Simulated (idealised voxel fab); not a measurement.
process module | voxel self aligned vias
cross-section cut | 210 nm wide | cells 5 nm
A cross-section is a grid of square cells, given in bands from the top down. A band is one or more rows of cells.
Each band's line starts with the height of the band's top and of its bottom, in nm. Then come its materials from left to right, each with its width in nm. One material with "throughout" fills the band from edge to edge. "air" is empty space.
Height 0 is the level under which the wafer as received is all one material. The lowest band goes on downwards, as in "0 down".
A width such as "30 to 40" changes by the same amount from each row of cells to the next, from the band's top row to its bottom row.
"no change" after a step means that no cell of the cross-section changed.
closed voids: empty space of 8 cells or more with no open way to the top, each as width x height at its distance from the left edge, in nm
after a step's settings: what the simulator itself notes on the step
overlay nm, on a step with a mask: how far to the right of its planned place the mask lay; to the left if negative
plan
1 op RECEIVE | material Si
2 op CONFORMAL_DEP | material SiO2 | thk nm 15
3 op CONFORMAL_DEP | material SiCN | thk nm 5
4 op DIRECTIONAL_DEP | material SiO2 | thk nm 30
5 op DIRECTIONAL_DEP | material aC | thk nm 15
6 op PATTERN | tone open | mask id LINES | material resist | width nm 30 | pitch nm 65 | thk nm 30 | overlay nm 0
7 op DIRECTIONAL_ETCH | etch materials aC | depth nm 15
8 op STRIP | etch materials resist
9 op DIRECTIONAL_ETCH | etch materials SiO2 | depth nm 30
10 op STRIP | etch materials aC
11 op CONFORMAL_DEP | material TiN | thk nm 5
12 op FILL_DEP | material W | thk nm 10
13 op CMP | height nm 50
14 op SELECTIVE_ETCH | etch materials W Ru TiN | depth nm 5
15 op FILL_DEP | material SiN | thk nm 10
16 op CMP | height nm 50
17 op DIRECTIONAL_DEP | material SiO2 | thk nm 20
18 op PATTERN | tone open | mask id VIAS | material resist | width nm 40 | thk nm 15 | overlay nm 0
19 op DIRECTIONAL_ETCH | etch materials SiO2 | depth nm 20
20 op DIRECTIONAL_ETCH | etch materials SiN | depth nm 5
21 op STRIP | etch materials resist
22 op CONFORMAL_DEP | material TiN | thk nm 5
23 op FILL_DEP | material Ru | thk nm 10
24 op CMP | height nm 70
25 op CONFORMAL_DEP | material SiN | thk nm 5
as received, after step 1
  0 down: Si throughout
  closed voids: none
first wafer at the end, as planned
  75 to 70: SiN throughout
  70 to 55: SiO2 50 | TiN 5 | Ru 30 | TiN 5 | SiO2 120
  55 to 50: SiO2 50 | TiN 10 | Ru 20 | TiN 10 | SiO2 120
  50 to 45: SiO2 55 | TiN 30 | SiO2 35 | SiN 30 | SiO2 60
  45 to 25: SiO2 55 | TiN 5 | W 20 | TiN 5 | SiO2 35 | TiN 5 | W 20 | TiN 5 | SiO2 60
  25 to 20: SiO2 55 | TiN 30 | SiO2 35 | TiN 30 | SiO2 60
  20 to 15: SiCN throughout
  15 to 0: SiO2 throughout
  0 down: Si throughout
  closed voids: none
second wafer at the end: like start, like plan, one mistake
  75 to 70: SiN throughout
  70 to 55: SiO2 50 | TiN 5 | Ru 30 | TiN 5 | SiO2 120
  55 to 50: SiO2 50 | TiN 10 | Ru 20 | TiN 10 | SiO2 120
  50 to 45: SiO2 55 | TiN 30 | SiO2 35 | SiN 30 | SiO2 60
  45 to 25: SiO2 55 | TiN 5 | W 20 | TiN 5 | SiO2 35 | TiN 5 | W 20 | TiN 5 | SiO2 60
  25 to 20: SiO2 55 | TiN 30 | SiO2 35 | TiN 30 | SiO2 60
  20 to 5: SiO2 throughout
  5 to 0: SiCN throughout
  0 down: Si throughout
  closed voids: none
what went wrong: steps 2 and 3 were swapped
at the end the second wafer has, in cells: as many of each material as the first, in other places
